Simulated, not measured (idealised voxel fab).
Title: Process Module voxel wiring stack
The figure presents cross-section cut, which has a width of 270 nm and is divided into square cells with an edge length of 5 nm.
The cross-sections in this document take the form of a grid made of square cells. They are written out as bands, in order from top to bottom. Each band consists of one or more rows of cells.
Top height, bottom height, nm. Materials left to right, width each, nm. Single material + "full width" = fills band edge to edge. "empty" = empty.
Height 0 is the level under which the wafer as received is all one material. The lowest band goes on downwards, as in "from 0 down".
Graded width ("30 to 40"): value in top row of band = first number; value in bottom row = second number; row-to-row change constant.
The designation "changes: none", where it is given for a processing step, indicates that no cell of the cross-section was altered in the course of that step.
"Encapsulated voids" enumerates empty spaces isolated from the top, with no open way to it, that contain at least 8 cells, giving each as width x height at distance from the left edge, all three in nm.
It should be noted that, on the line of a given step, the content following the step's settings is a remark produced by the simulator itself with respect to that step.
overlay nm: step with mask; distance mask lay right of planned place; negative value = left of planned place.

**The following list gives the planned process steps**
- 1: RECEIVE [material Si]
- 2: CONFORMAL_DEP [material SiO2] [thk nm 15]
- 3: CONFORMAL_DEP [material SiN] [thk nm 5]
- 4: DIRECTIONAL_DEP [material SiO2] [thk nm 20]
- 5: DIRECTIONAL_DEP [material aC] [thk nm 10]
- 6: PATTERN [tone open] [mask id METAL_1] [material resist] [width nm 30] [pitch nm 55] [thk nm 30] [overlay nm 0]
- 7: DIRECTIONAL_ETCH [etch materials aC] [depth nm 10]
- 8: STRIP [etch materials resist]
- 9: DIRECTIONAL_ETCH [etch materials SiO2] [depth nm 20]
- 10: DIRECTIONAL_ETCH [etch materials SiN] [depth nm 5]
- 11: STRIP [etch materials aC]
- 12: CONFORMAL_DEP [material TiN] [thk nm 5]
- 13: FILL_DEP [material Cu] [thk nm 10]
- 14: CMP [height nm 40]
- 15: CONFORMAL_DEP [material SiCN] [thk nm 5]
- 16: DIRECTIONAL_DEP [material lowk] [thk nm 25]
- 17: PATTERN [tone open] [mask id METAL_2] [material resist] [width nm 30] [pitch nm 55] [thk nm 15] [overlay nm 0]
- 18: DIRECTIONAL_ETCH [etch materials lowk] [depth nm 15]
- 19: STRIP [etch materials resist]
- 20: PATTERN [tone open] [mask id METAL_2_HOLES] [material resist] [width nm 15] [pitch nm 110] [thk nm 15] [overlay nm 0]
- 21: DIRECTIONAL_ETCH [etch materials lowk] [depth nm 10]
- 22: DIRECTIONAL_ETCH [etch materials SiCN] [depth nm 5]
- 23: STRIP [etch materials resist]
- 24: CONFORMAL_DEP [material TiN] [thk nm 5]
- 25: FILL_DEP [material Ru] [thk nm 10]
- 26: CMP [height nm 70]
- 27: CONFORMAL_DEP [material SiN] [thk nm 5]
The wafers are alike at the start. At step 20, their width nm differs. The plan lists the first wafer's value.

**The first of several wafers as received, shown in cross-section; this is its state after step 1**
  from 0 down = Si full width
  Encapsulated voids: none

**Module end state after final step 27: cross-section of the first of several wafers**
  from 75 to 70 = SiN full width
  from 70 to 60 = 65 nm lowk, then 5 nm TiN, then 20 nm Ru, then 5 nm TiN, then 25 nm lowk, then 5 nm TiN, then 20 nm Ru, then 5 nm TiN, then 25 nm lowk, then 5 nm TiN, then 20 nm Ru, then 5 nm TiN, then 65 nm lowk
  from 60 to 55 = 65 nm lowk, then 5 nm TiN, then 5 nm Ru, then 20 nm TiN, then 25 nm lowk, then 30 nm TiN, then 25 nm lowk, then 5 nm TiN, then 5 nm Ru, then 20 nm TiN, then 65 nm lowk
  from 55 to 45 = 65 nm lowk, then 5 nm TiN, then 5 nm Ru, then 5 nm TiN, then 95 nm lowk, then 5 nm TiN, then 5 nm Ru, then 5 nm TiN, then 80 nm lowk
  from 45 to 40 = 65 nm SiCN, then 15 nm TiN, then 95 nm SiCN, then 15 nm TiN, then 80 nm SiCN
  from 40 to 20 = 65 nm SiO2, then 5 nm TiN, then 20 nm Cu, then 5 nm TiN, then 25 nm SiO2, then 5 nm TiN, then 20 nm Cu, then 5 nm TiN, then 25 nm SiO2, then 5 nm TiN, then 20 nm Cu, then 5 nm TiN, then 65 nm SiO2
  from 20 to 15 = 65 nm SiN, then 30 nm TiN, then 25 nm SiN, then 30 nm TiN, then 25 nm SiN, then 30 nm TiN, then 65 nm SiN
  from 15 to 0 = SiO2 full width
  from 0 down = Si full width
  Encapsulated voids: none

**Here we cross-sectioned the last of the wafers once the module was done**
  from 75 to 70 = SiN full width
  from 70 to 60 = 60 nm lowk, then 5 to 10 nm TiN, then 25 to 20 nm Ru, then 5 nm TiN, then 25 nm lowk, then 5 nm TiN, then 20 nm Ru, then 5 nm TiN, then 20 nm lowk, then 5 to 10 nm TiN, then 25 to 20 nm Ru, then 5 nm TiN, then 65 nm lowk
  from 60 to 55 = 65 nm lowk, then 5 nm TiN, then 15 nm Ru, then 10 nm TiN, then 25 nm lowk, then 30 nm TiN, then 25 nm lowk, then 5 nm TiN, then 15 nm Ru, then 10 nm TiN, then 65 nm lowk
  from 55 to 45 = 65 nm lowk, then 5 nm TiN, then 15 nm Ru, then 5 nm TiN, then 85 nm lowk, then 5 nm TiN, then 15 nm Ru, then 5 nm TiN, then 70 nm lowk
  from 45 to 40 = 65 nm SiCN, then 25 nm TiN, then 85 nm SiCN, then 25 nm TiN, then 70 nm SiCN
  from 40 to 20 = 65 nm SiO2, then 5 nm TiN, then 20 nm Cu, then 5 nm TiN, then 25 nm SiO2, then 5 nm TiN, then 20 nm Cu, then 5 nm TiN, then 25 nm SiO2, then 5 nm TiN, then 20 nm Cu, then 5 nm TiN, then 65 nm SiO2
  from 20 to 15 = 65 nm SiN, then 30 nm TiN, then 25 nm SiN, then 30 nm TiN, then 25 nm SiN, then 30 nm TiN, then 65 nm SiN
  from 15 to 0 = SiO2 full width
  from 0 down = Si full width
  Encapsulated voids: none

**Where each wafer stands at the end of the module, a row apiece: cells of each material gained (+) or lost (-) since it was received, then closed voids**
width nm 15; +48 Cu; +30 Ru; +48 SiCN; +90 SiN; +306 SiO2; +84 TiN; +204 lowk; Encapsulated voids: none
width nm 20; +48 Cu; +36 Ru; +46 SiCN; +90 SiN; +306 SiO2; +84 TiN; +200 lowk; Encapsulated voids: none
width nm 25; +48 Cu; +38 Ru; +46 SiCN; +90 SiN; +306 SiO2; +86 TiN; +196 lowk; Encapsulated voids: none
width nm 30; +48 Cu; +44 Ru; +44 SiCN; +90 SiN; +306 SiO2; +86 TiN; +192 lowk; Encapsulated voids: none
